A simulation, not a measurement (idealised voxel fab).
process module | voxel wiring stack
cross-section cut | 270 nm wide | cells 5 nm
A cross-section is a grid of square cells, given in bands from the top down. A band is one or more rows of cells.
Each band's line starts with the height of the band's top and of its bottom, in nm. Then come its materials from left to right, each with its width in nm. One material with "throughout" fills the band from edge to edge. "air" is empty space.
Height 0 is the level under which the wafer as received is all one material. The lowest band goes on downwards, as in "0 down".
A width such as "30 to 40" changes by the same amount from each row of cells to the next, from the band's top row to its bottom row.
"no change" after a step means that no cell of the cross-section changed.
closed voids: empty space of 8 cells or more with no open way to the top, each as width x height at its distance from the left edge, in nm
after a step's settings: what the simulator itself notes on the step
overlay nm, on a step with a mask: how far to the right of its planned place the mask lay; to the left if negative
plan
1 op RECEIVE | material Si
2 op CONFORMAL_DEP | material SiO2 | thk nm 15
3 op CONFORMAL_DEP | material SiN | thk nm 5
4 op DIRECTIONAL_DEP | material lowk | thk nm 15
5 op PATTERN | tone open | mask id METAL_1 | material resist | width nm 30 | pitch nm 60 | thk nm 20 | overlay nm 0
6 op DIRECTIONAL_ETCH | etch materials lowk | depth nm 15
7 op DIRECTIONAL_ETCH | etch materials SiN | depth nm 5
8 op STRIP | etch materials resist
9 op CONFORMAL_DEP | material TiN | thk nm 5
10 op FILL_DEP | material Cu | thk nm 5
11 op CMP | height nm 35
12 op CONFORMAL_DEP | material SiCN | thk nm 5
13 op DIRECTIONAL_DEP | material lowk | thk nm 30
14 op DIRECTIONAL_DEP | material aC | thk nm 10
15 op PATTERN | tone open | mask id METAL_2 | material resist | width nm 30 | pitch nm 60 | thk nm 25 | overlay nm 0
16 op DIRECTIONAL_ETCH | etch materials aC | depth nm 10
17 op STRIP | etch materials resist
18 op DIRECTIONAL_ETCH | etch materials lowk | depth nm 20
19 op STRIP | etch materials aC
20 op MASKED_ETCH | tone open | mask id METAL_2_HOLES | width nm 15 | pitch nm 60 | etch materials lowk | depth nm 10 | overlay nm 0
21 op MASKED_ETCH | tone open | mask id METAL_2_HOLES | width nm 15 | pitch nm 60 | etch materials SiCN | depth nm 5 | overlay nm 0
22 op CONFORMAL_DEP | material TiN | thk nm 5
23 op FILL_DEP | material Cu | thk nm 5
24 op CMP | height nm 70
25 op CONFORMAL_DEP | material SiCN | thk nm 5
26 op DIRECTIONAL_DEP | material lowk | thk nm 30
27 op DIRECTIONAL_DEP | material aC | thk nm 10
28 op PATTERN | tone open | mask id METAL_3_HOLES | material resist | width nm 15 | pitch nm 120 | thk nm 25 | overlay nm 0
29 op DIRECTIONAL_ETCH | etch materials aC | depth nm 10
30 op STRIP | etch materials resist
31 op DIRECTIONAL_ETCH | etch materials lowk | depth nm 30
32 op STRIP | etch materials aC
33 op DIRECTIONAL_DEP | material aC | thk nm 10
34 op PATTERN | tone open | mask id METAL_3 | material resist | width nm 30 | pitch nm 60 | thk nm 25 | overlay nm 0
35 op DIRECTIONAL_ETCH | etch materials aC | depth nm 10
36 op STRIP | etch materials resist
37 op DIRECTIONAL_ETCH | etch materials lowk | depth nm 15
38 op DIRECTIONAL_ETCH | etch materials SiCN | depth nm 5
39 op STRIP | etch materials aC
40 op CONFORMAL_DEP | material TiN | thk nm 5
41 op FILL_DEP | material Cu | thk nm 5
42 op CMP | height nm 105
43 op CONFORMAL_DEP | material SiCN | thk nm 5
first wafer, as planned
as received, after step 1
  0 down: Si throughout
  closed voids: none
after step 2
  15 to 0: SiO2 throughout
  below 0: unchanged
after step 3
  20 to 15: SiN throughout
  below 15: unchanged
after step 4
  35 to 20: lowk throughout
  below 20: unchanged
after step 5
  55 to 35: resist 30 | air 30 | resist 30 | air 30 | resist 30 | air 30 | resist 30 | air 30 | resist 30
  below 35: unchanged
after step 6
  55 to 35: resist 30 | air 30 | resist 30 | air 30 | resist 30 | air 30 | resist 30 | air 30 | resist 30
  35 to 20: lowk 30 | air 30 | lowk 30 | air 30 | lowk 30 | air 30 | lowk 30 | air 30 | lowk 30
  below 20: unchanged
after step 7
  55 to 35: resist 30 | air 30 | resist 30 | air 30 | resist 30 | air 30 | resist 30 | air 30 | resist 30
  35 to 20: lowk 30 | air 30 | lowk 30 | air 30 | lowk 30 | air 30 | lowk 30 | air 30 | lowk 30
  20 to 15: SiN 30 | air 30 | SiN 30 | air 30 | SiN 30 | air 30 | SiN 30 | air 30 | SiN 30
  below 15: unchanged
after step 8
  35 to 20: lowk 30 | air 30 | lowk 30 | air 30 | lowk 30 | air 30 | lowk 30 | air 30 | lowk 30
  below 20: unchanged
after step 9
  40 to 35: TiN 35 | air 20 | TiN 40 | air 20 | TiN 40 | air 20 | TiN 40 | air 20 | TiN 35
  35 to 20: lowk 30 | TiN 5 | air 20 | TiN 5 | lowk 30 | TiN 5 | air 20 | TiN 5 | lowk 30 | TiN 5 | air 20 | TiN 5 | lowk 30 | TiN 5 | air 20 | TiN 5 | lowk 30
  20 to 15: SiN 30 | TiN 30 | SiN 30 | TiN 30 | SiN 30 | TiN 30 | SiN 30 | TiN 30 | SiN 30
  below 15: unchanged
after step 10
  45 to 40: Cu throughout
  40 to 35: TiN 35 | Cu 20 | TiN 40 | Cu 20 | TiN 40 | Cu 20 | TiN 40 | Cu 20 | TiN 35
  35 to 20: lowk 30 | TiN 5 | Cu 20 | TiN 5 | lowk 30 | TiN 5 | Cu 20 | TiN 5 | lowk 30 | TiN 5 | Cu 20 | TiN 5 | lowk 30 | TiN 5 | Cu 20 | TiN 5 | lowk 30
  below 20: unchanged
after step 11
  35 to 20: lowk 30 | TiN 5 | Cu 20 | TiN 5 | lowk 30 | TiN 5 | Cu 20 | TiN 5 | lowk 30 | TiN 5 | Cu 20 | TiN 5 | lowk 30 | TiN 5 | Cu 20 | TiN 5 | lowk 30
  below 20: unchanged
after step 12
  40 to 35: SiCN throughout
  below 35: unchanged
after step 13
  70 to 40: lowk throughout
  below 40: unchanged
after step 14
  80 to 70: aC throughout
  below 70: unchanged
after step 15
  105 to 80: resist 30 | air 30 | resist 30 | air 30 | resist 30 | air 30 | resist 30 | air 30 | resist 30
  below 80: unchanged
after step 16
  95 to 80: resist 30 | air 30 | resist 30 | air 30 | resist 30 | air 30 | resist 30 | air 30 | resist 30
  80 to 70: aC 30 | air 30 | aC 30 | air 30 | aC 30 | air 30 | aC 30 | air 30 | aC 30
  below 70: unchanged
after step 17
  80 to 70: aC 30 | air 30 | aC 30 | air 30 | aC 30 | air 30 | aC 30 | air 30 | aC 30
  below 70: unchanged
after step 18
  80 to 70: aC 30 | air 30 | aC 30 | air 30 | aC 30 | air 30 | aC 30 | air 30 | aC 30
  70 to 50: lowk 30 | air 30 | lowk 30 | air 30 | lowk 30 | air 30 | lowk 30 | air 30 | lowk 30
  below 50: unchanged
after step 19
  70 to 50: lowk 30 | air 30 | lowk 30 | air 30 | lowk 30 | air 30 | lowk 30 | air 30 | lowk 30
  below 50: unchanged
after step 20
  70 to 50: lowk 30 | air 30 | lowk 30 | air 30 | lowk 30 | air 30 | lowk 30 | air 30 | lowk 30
  50 to 40: lowk 30 | air 15 | lowk 45 | air 15 | lowk 45 | air 15 | lowk 45 | air 15 | lowk 45
  below 40: unchanged
after step 21
  70 to 50: lowk 30 | air 30 | lowk 30 | air 30 | lowk 30 | air 30 | lowk 30 | air 30 | lowk 30
  50 to 40: lowk 30 | air 15 | lowk 45 | air 15 | lowk 45 | air 15 | lowk 45 | air 15 | lowk 45
  40 to 35: SiCN 30 | air 15 | SiCN 45 | air 15 | SiCN 45 | air 15 | SiCN 45 | air 15 | SiCN 45
  below 35: unchanged
after step 22
  75 to 70: TiN 35 | air 20 | TiN 40 | air 20 | TiN 40 | air 20 | TiN 40 | air 20 | TiN 35
  70 to 55: lowk 30 | TiN 5 | air 20 | TiN 5 | lowk 30 | TiN 5 | air 20 | TiN 5 | lowk 30 | TiN 5 | air 20 | TiN 5 | lowk 30 | TiN 5 | air 20 | TiN 5 | lowk 30
  55 to 50: lowk 30 | TiN 5 | air 5 | TiN 20 | lowk 30 | TiN 5 | air 5 | TiN 20 | lowk 30 | TiN 5 | air 5 | TiN 20 | lowk 30 | TiN 5 | air 5 | TiN 20 | lowk 30
  50 to 40: lowk 30 | TiN 5 | air 5 | TiN 5 | lowk 45 | TiN 5 | air 5 | TiN 5 | lowk 45 | TiN 5 | air 5 | TiN 5 | lowk 45 | TiN 5 | air 5 | TiN 5 | lowk 45
  40 to 35: SiCN 30 | TiN 15 | SiCN 45 | TiN 15 | SiCN 45 | TiN 15 | SiCN 45 | TiN 15 | SiCN 45
  below 35: unchanged
after step 23
  80 to 75: Cu throughout
  75 to 70: TiN 35 | Cu 20 | TiN 40 | Cu 20 | TiN 40 | Cu 20 | TiN 40 | Cu 20 | TiN 35
  70 to 55: lowk 30 | TiN 5 | Cu 20 | TiN 5 | lowk 30 | TiN 5 | Cu 20 | TiN 5 | lowk 30 | TiN 5 | Cu 20 | TiN 5 | lowk 30 | TiN 5 | Cu 20 | TiN 5 | lowk 30
  55 to 50: lowk 30 | TiN 5 | Cu 5 | TiN 20 | lowk 30 | TiN 5 | Cu 5 | TiN 20 | lowk 30 | TiN 5 | Cu 5 | TiN 20 | lowk 30 | TiN 5 | Cu 5 | TiN 20 | lowk 30
  50 to 40: lowk 30 | TiN 5 | Cu 5 | TiN 5 | lowk 45 | TiN 5 | Cu 5 | TiN 5 | lowk 45 | TiN 5 | Cu 5 | TiN 5 | lowk 45 | TiN 5 | Cu 5 | TiN 5 | lowk 45
  below 40: unchanged
after step 24
  70 to 55: lowk 30 | TiN 5 | Cu 20 | TiN 5 | lowk 30 | TiN 5 | Cu 20 | TiN 5 | lowk 30 | TiN 5 | Cu 20 | TiN 5 | lowk 30 | TiN 5 | Cu 20 | TiN 5 | lowk 30
  below 55: unchanged
after step 25
  75 to 70: SiCN throughout
  below 70: unchanged
after step 26
  105 to 75: lowk throughout
  below 75: unchanged
after step 27
  115 to 105: aC throughout
  below 105: unchanged
after step 28
  140 to 115: resist 30 | air 15 | resist 105 | air 15 | resist 105
  below 115: unchanged
after step 29
  130 to 115: resist 30 | air 15 | resist 105 | air 15 | resist 105
  115 to 105: aC 30 | air 15 | aC 105 | air 15 | aC 105
  below 105: unchanged
after step 30
  115 to 105: aC 30 | air 15 | aC 105 | air 15 | aC 105
  below 105: unchanged
after step 31
  115 to 105: aC 30 | air 15 | aC 105 | air 15 | aC 105
  105 to 75: lowk 30 | air 15 | lowk 105 | air 15 | lowk 105
  below 75: unchanged
after step 32
  105 to 75: lowk 30 | air 15 | lowk 105 | air 15 | lowk 105
  below 75: unchanged
after step 33
  115 to 105: aC 30 | air 15 | aC 105 | air 15 | aC 105
  105 to 85: lowk 30 | air 15 | lowk 105 | air 15 | lowk 105
  85 to 75: lowk 30 | aC 15 | lowk 105 | aC 15 | lowk 105
  below 75: unchanged
after step 34
  140 to 115: resist 30 | air 30 | resist 30 | air 30 | resist 30 | air 30 | resist 30 | air 30 | resist 30
  below 115: unchanged
after step 35
  130 to 115: resist 30 | air 30 | resist 30 | air 30 | resist 30 | air 30 | resist 30 | air 30 | resist 30
  115 to 105: aC 30 | air 30 | aC 30 | air 30 | aC 30 | air 30 | aC 30 | air 30 | aC 30
  105 to 75: lowk 30 | air 15 | lowk 105 | air 15 | lowk 105
  below 75: unchanged
after step 36
  115 to 105: aC 30 | air 30 | aC 30 | air 30 | aC 30 | air 30 | aC 30 | air 30 | aC 30
  below 105: unchanged
after step 37
  115 to 105: aC 30 | air 30 | aC 30 | air 30 | aC 30 | air 30 | aC 30 | air 30 | aC 30
  105 to 90: lowk 30 | air 30 | lowk 30 | air 30 | lowk 30 | air 30 | lowk 30 | air 30 | lowk 30
  below 90: unchanged
after step 38
  115 to 105: aC 30 | air 30 | aC 30 | air 30 | aC 30 | air 30 | aC 30 | air 30 | aC 30
  105 to 90: lowk 30 | air 30 | lowk 30 | air 30 | lowk 30 | air 30 | lowk 30 | air 30 | lowk 30
  90 to 75: lowk 30 | air 15 | lowk 105 | air 15 | lowk 105
  75 to 70: SiCN 30 | air 15 | SiCN 105 | air 15 | SiCN 105
  below 70: unchanged
after step 39
  105 to 90: lowk 30 | air 30 | lowk 30 | air 30 | lowk 30 | air 30 | lowk 30 | air 30 | lowk 30
  below 90: unchanged
after step 40
  110 to 105: TiN 35 | air 20 | TiN 40 | air 20 | TiN 40 | air 20 | TiN 40 | air 20 | TiN 35
  105 to 95: lowk 30 | TiN 5 | air 20 | TiN 5 | lowk 30 | TiN 5 | air 20 | TiN 5 | lowk 30 | TiN 5 | air 20 | TiN 5 | lowk 30 | TiN 5 | air 20 | TiN 5 | lowk 30
  95 to 90: lowk 30 | TiN 5 | air 5 | TiN 20 | lowk 30 | TiN 30 | lowk 30 | TiN 5 | air 5 | TiN 20 | lowk 30 | TiN 30 | lowk 30
  90 to 75: lowk 30 | TiN 5 | air 5 | TiN 5 | lowk 105 | TiN 5 | air 5 | TiN 5 | lowk 105
  75 to 70: SiCN 30 | TiN 15 | SiCN 105 | TiN 15 | SiCN 105
  below 70: unchanged
after step 41
  115 to 110: Cu throughout
  110 to 105: TiN 35 | Cu 20 | TiN 40 | Cu 20 | TiN 40 | Cu 20 | TiN 40 | Cu 20 | TiN 35
  105 to 95: lowk 30 | TiN 5 | Cu 20 | TiN 5 | lowk 30 | TiN 5 | Cu 20 | TiN 5 | lowk 30 | TiN 5 | Cu 20 | TiN 5 | lowk 30 | TiN 5 | Cu 20 | TiN 5 | lowk 30
  95 to 90: lowk 30 | TiN 5 | Cu 5 | TiN 20 | lowk 30 | TiN 30 | lowk 30 | TiN 5 | Cu 5 | TiN 20 | lowk 30 | TiN 30 | lowk 30
  90 to 75: lowk 30 | TiN 5 | Cu 5 | TiN 5 | lowk 105 | TiN 5 | Cu 5 | TiN 5 | lowk 105
  below 75: unchanged
after step 42
  105 to 95: lowk 30 | TiN 5 | Cu 20 | TiN 5 | lowk 30 | TiN 5 | Cu 20 | TiN 5 | lowk 30 | TiN 5 | Cu 20 | TiN 5 | lowk 30 | TiN 5 | Cu 20 | TiN 5 | lowk 30
  below 95: unchanged
after step 43
  110 to 105: SiCN throughout
  below 105: unchanged
second wafer: like start, like plan, one mistake. Through step 2 it matches the first wafer
when step 3 should have ended
  30 to 15: lowk throughout
  below 15: unchanged
when step 4 should have ended
  35 to 30: SiN throughout
  below 30: unchanged
when step 5 should have ended
  55 to 35: resist 30 | air 30 | resist 30 | air 30 | resist 30 | air 30 | resist 30 | air 30 | resist 30
  below 35: unchanged
when step 6 should have ended: no change
when step 7 should have ended
  55 to 35: resist 30 | air 30 | resist 30 | air 30 | resist 30 | air 30 | resist 30 | air 30 | resist 30
  35 to 30: SiN 30 | air 30 | SiN 30 | air 30 | SiN 30 | air 30 | SiN 30 | air 30 | SiN 30
  below 30: unchanged
when step 8 should have ended
  35 to 30: SiN 30 | air 30 | SiN 30 | air 30 | SiN 30 | air 30 | SiN 30 | air 30 | SiN 30
  below 30: unchanged
when step 9 should have ended
  40 to 35: TiN 35 | air 20 | TiN 40 | air 20 | TiN 40 | air 20 | TiN 40 | air 20 | TiN 35
  35 to 30: SiN 30 | TiN 30 | SiN 30 | TiN 30 | SiN 30 | TiN 30 | SiN 30 | TiN 30 | SiN 30
  below 30: unchanged
when step 10 should have ended
  45 to 40: Cu throughout
  40 to 35: TiN 35 | Cu 20 | TiN 40 | Cu 20 | TiN 40 | Cu 20 | TiN 40 | Cu 20 | TiN 35
  below 35: unchanged
when step 11 should have ended
  35 to 30: SiN 30 | TiN 30 | SiN 30 | TiN 30 | SiN 30 | TiN 30 | SiN 30 | TiN 30 | SiN 30
  below 30: unchanged
when step 12 should have ended
  40 to 35: SiCN throughout
  below 35: unchanged
when step 13 should have ended
  70 to 40: lowk throughout
  below 40: unchanged
when step 14 should have ended
  80 to 70: aC throughout
  below 70: unchanged
when step 15 should have ended
  105 to 80: resist 30 | air 30 | resist 30 | air 30 | resist 30 | air 30 | resist 30 | air 30 | resist 30
  below 80: unchanged
when step 16 should have ended
  95 to 80: resist 30 | air 30 | resist 30 | air 30 | resist 30 | air 30 | resist 30 | air 30 | resist 30
  80 to 70: aC 30 | air 30 | aC 30 | air 30 | aC 30 | air 30 | aC 30 | air 30 | aC 30
  below 70: unchanged
when step 17 should have ended
  80 to 70: aC 30 | air 30 | aC 30 | air 30 | aC 30 | air 30 | aC 30 | air 30 | aC 30
  below 70: unchanged
when step 18 should have ended
  80 to 70: aC 30 | air 30 | aC 30 | air 30 | aC 30 | air 30 | aC 30 | air 30 | aC 30
  70 to 50: lowk 30 | air 30 | lowk 30 | air 30 | lowk 30 | air 30 | lowk 30 | air 30 | lowk 30
  below 50: unchanged
when step 19 should have ended
  70 to 50: lowk 30 | air 30 | lowk 30 | air 30 | lowk 30 | air 30 | lowk 30 | air 30 | lowk 30
  below 50: unchanged
when step 20 should have ended
  70 to 50: lowk 30 | air 30 | lowk 30 | air 30 | lowk 30 | air 30 | lowk 30 | air 30 | lowk 30
  50 to 40: lowk 30 | air 15 | lowk 45 | air 15 | lowk 45 | air 15 | lowk 45 | air 15 | lowk 45
  below 40: unchanged
when step 21 should have ended
  70 to 50: lowk 30 | air 30 | lowk 30 | air 30 | lowk 30 | air 30 | lowk 30 | air 30 | lowk 30
  50 to 40: lowk 30 | air 15 | lowk 45 | air 15 | lowk 45 | air 15 | lowk 45 | air 15 | lowk 45
  40 to 35: SiCN 30 | air 15 | SiCN 45 | air 15 | SiCN 45 | air 15 | SiCN 45 | air 15 | SiCN 45
  below 35: unchanged
when step 22 should have ended
  75 to 70: TiN 35 | air 20 | TiN 40 | air 20 | TiN 40 | air 20 | TiN 40 | air 20 | TiN 35
  70 to 55: lowk 30 | TiN 5 | air 20 | TiN 5 | lowk 30 | TiN 5 | air 20 | TiN 5 | lowk 30 | TiN 5 | air 20 | TiN 5 | lowk 30 | TiN 5 | air 20 | TiN 5 | lowk 30
  55 to 50: lowk 30 | TiN 5 | air 5 | TiN 20 | lowk 30 | TiN 5 | air 5 | TiN 20 | lowk 30 | TiN 5 | air 5 | TiN 20 | lowk 30 | TiN 5 | air 5 | TiN 20 | lowk 30
  50 to 40: lowk 30 | TiN 5 | air 5 | TiN 5 | lowk 45 | TiN 5 | air 5 | TiN 5 | lowk 45 | TiN 5 | air 5 | TiN 5 | lowk 45 | TiN 5 | air 5 | TiN 5 | lowk 45
  40 to 35: SiCN 30 | TiN 15 | SiCN 45 | TiN 15 | SiCN 45 | TiN 15 | SiCN 45 | TiN 15 | SiCN 45
  below 35: unchanged
when step 23 should have ended
  80 to 75: Cu throughout
  75 to 70: TiN 35 | Cu 20 | TiN 40 | Cu 20 | TiN 40 | Cu 20 | TiN 40 | Cu 20 | TiN 35
  70 to 55: lowk 30 | TiN 5 | Cu 20 | TiN 5 | lowk 30 | TiN 5 | Cu 20 | TiN 5 | lowk 30 | TiN 5 | Cu 20 | TiN 5 | lowk 30 | TiN 5 | Cu 20 | TiN 5 | lowk 30
  55 to 50: lowk 30 | TiN 5 | Cu 5 | TiN 20 | lowk 30 | TiN 5 | Cu 5 | TiN 20 | lowk 30 | TiN 5 | Cu 5 | TiN 20 | lowk 30 | TiN 5 | Cu 5 | TiN 20 | lowk 30
  50 to 40: lowk 30 | TiN 5 | Cu 5 | TiN 5 | lowk 45 | TiN 5 | Cu 5 | TiN 5 | lowk 45 | TiN 5 | Cu 5 | TiN 5 | lowk 45 | TiN 5 | Cu 5 | TiN 5 | lowk 45
  below 40: unchanged
when step 24 should have ended
  70 to 55: lowk 30 | TiN 5 | Cu 20 | TiN 5 | lowk 30 | TiN 5 | Cu 20 | TiN 5 | lowk 30 | TiN 5 | Cu 20 | TiN 5 | lowk 30 | TiN 5 | Cu 20 | TiN 5 | lowk 30
  below 55: unchanged
when step 25 should have ended
  75 to 70: SiCN throughout
  below 70: unchanged
when step 26 should have ended
  105 to 75: lowk throughout
  below 75: unchanged
when step 27 should have ended
  115 to 105: aC throughout
  below 105: unchanged
when step 28 should have ended
  140 to 115: resist 30 | air 15 | resist 105 | air 15 | resist 105
  below 115: unchanged
when step 29 should have ended
  130 to 115: resist 30 | air 15 | resist 105 | air 15 | resist 105
  115 to 105: aC 30 | air 15 | aC 105 | air 15 | aC 105
  below 105: unchanged
when step 30 should have ended
  115 to 105: aC 30 | air 15 | aC 105 | air 15 | aC 105
  below 105: unchanged
when step 31 should have ended
  115 to 105: aC 30 | air 15 | aC 105 | air 15 | aC 105
  105 to 75: lowk 30 | air 15 | lowk 105 | air 15 | lowk 105
  below 75: unchanged
when step 32 should have ended
  105 to 75: lowk 30 | air 15 | lowk 105 | air 15 | lowk 105
  below 75: unchanged
when step 33 should have ended
  115 to 105: aC 30 | air 15 | aC 105 | air 15 | aC 105
  105 to 85: lowk 30 | air 15 | lowk 105 | air 15 | lowk 105
  85 to 75: lowk 30 | aC 15 | lowk 105 | aC 15 | lowk 105
  below 75: unchanged
when step 34 should have ended
  140 to 115: resist 30 | air 30 | resist 30 | air 30 | resist 30 | air 30 | resist 30 | air 30 | resist 30
  below 115: unchanged
when step 35 should have ended
  130 to 115: resist 30 | air 30 | resist 30 | air 30 | resist 30 | air 30 | resist 30 | air 30 | resist 30
  115 to 105: aC 30 | air 30 | aC 30 | air 30 | aC 30 | air 30 | aC 30 | air 30 | aC 30
  105 to 75: lowk 30 | air 15 | lowk 105 | air 15 | lowk 105
  below 75: unchanged
when step 36 should have ended
  115 to 105: aC 30 | air 30 | aC 30 | air 30 | aC 30 | air 30 | aC 30 | air 30 | aC 30
  below 105: unchanged
when step 37 should have ended
  115 to 105: aC 30 | air 30 | aC 30 | air 30 | aC 30 | air 30 | aC 30 | air 30 | aC 30
  105 to 90: lowk 30 | air 30 | lowk 30 | air 30 | lowk 30 | air 30 | lowk 30 | air 30 | lowk 30
  below 90: unchanged
when step 38 should have ended
  115 to 105: aC 30 | air 30 | aC 30 | air 30 | aC 30 | air 30 | aC 30 | air 30 | aC 30
  105 to 90: lowk 30 | air 30 | lowk 30 | air 30 | lowk 30 | air 30 | lowk 30 | air 30 | lowk 30
  90 to 75: lowk 30 | air 15 | lowk 105 | air 15 | lowk 105
  75 to 70: SiCN 30 | air 15 | SiCN 105 | air 15 | SiCN 105
  below 70: unchanged
when step 39 should have ended
  105 to 90: lowk 30 | air 30 | lowk 30 | air 30 | lowk 30 | air 30 | lowk 30 | air 30 | lowk 30
  below 90: unchanged
when step 40 should have ended
  110 to 105: TiN 35 | air 20 | TiN 40 | air 20 | TiN 40 | air 20 | TiN 40 | air 20 | TiN 35
  105 to 95: lowk 30 | TiN 5 | air 20 | TiN 5 | lowk 30 | TiN 5 | air 20 | TiN 5 | lowk 30 | TiN 5 | air 20 | TiN 5 | lowk 30 | TiN 5 | air 20 | TiN 5 | lowk 30
  95 to 90: lowk 30 | TiN 5 | air 5 | TiN 20 | lowk 30 | TiN 30 | lowk 30 | TiN 5 | air 5 | TiN 20 | lowk 30 | TiN 30 | lowk 30
  90 to 75: lowk 30 | TiN 5 | air 5 | TiN 5 | lowk 105 | TiN 5 | air 5 | TiN 5 | lowk 105
  75 to 70: SiCN 30 | TiN 15 | SiCN 105 | TiN 15 | SiCN 105
  below 70: unchanged
when step 41 should have ended
  115 to 110: Cu throughout
  110 to 105: TiN 35 | Cu 20 | TiN 40 | Cu 20 | TiN 40 | Cu 20 | TiN 40 | Cu 20 | TiN 35
  105 to 95: lowk 30 | TiN 5 | Cu 20 | TiN 5 | lowk 30 | TiN 5 | Cu 20 | TiN 5 | lowk 30 | TiN 5 | Cu 20 | TiN 5 | lowk 30 | TiN 5 | Cu 20 | TiN 5 | lowk 30
  95 to 90: lowk 30 | TiN 5 | Cu 5 | TiN 20 | lowk 30 | TiN 30 | lowk 30 | TiN 5 | Cu 5 | TiN 20 | lowk 30 | TiN 30 | lowk 30
  90 to 75: lowk 30 | TiN 5 | Cu 5 | TiN 5 | lowk 105 | TiN 5 | Cu 5 | TiN 5 | lowk 105
  below 75: unchanged
when step 42 should have ended
  105 to 95: lowk 30 | TiN 5 | Cu 20 | TiN 5 | lowk 30 | TiN 5 | Cu 20 | TiN 5 | lowk 30 | TiN 5 | Cu 20 | TiN 5 | lowk 30 | TiN 5 | Cu 20 | TiN 5 | lowk 30
  below 95: unchanged
when step 43 should have ended
  110 to 105: SiCN throughout
  below 105: unchanged
what went wrong: steps 3 and 4 were swapped
at the end the second wafer has, in cells: 48 fewer of Cu | 24 fewer of TiN | 72 more of lowk
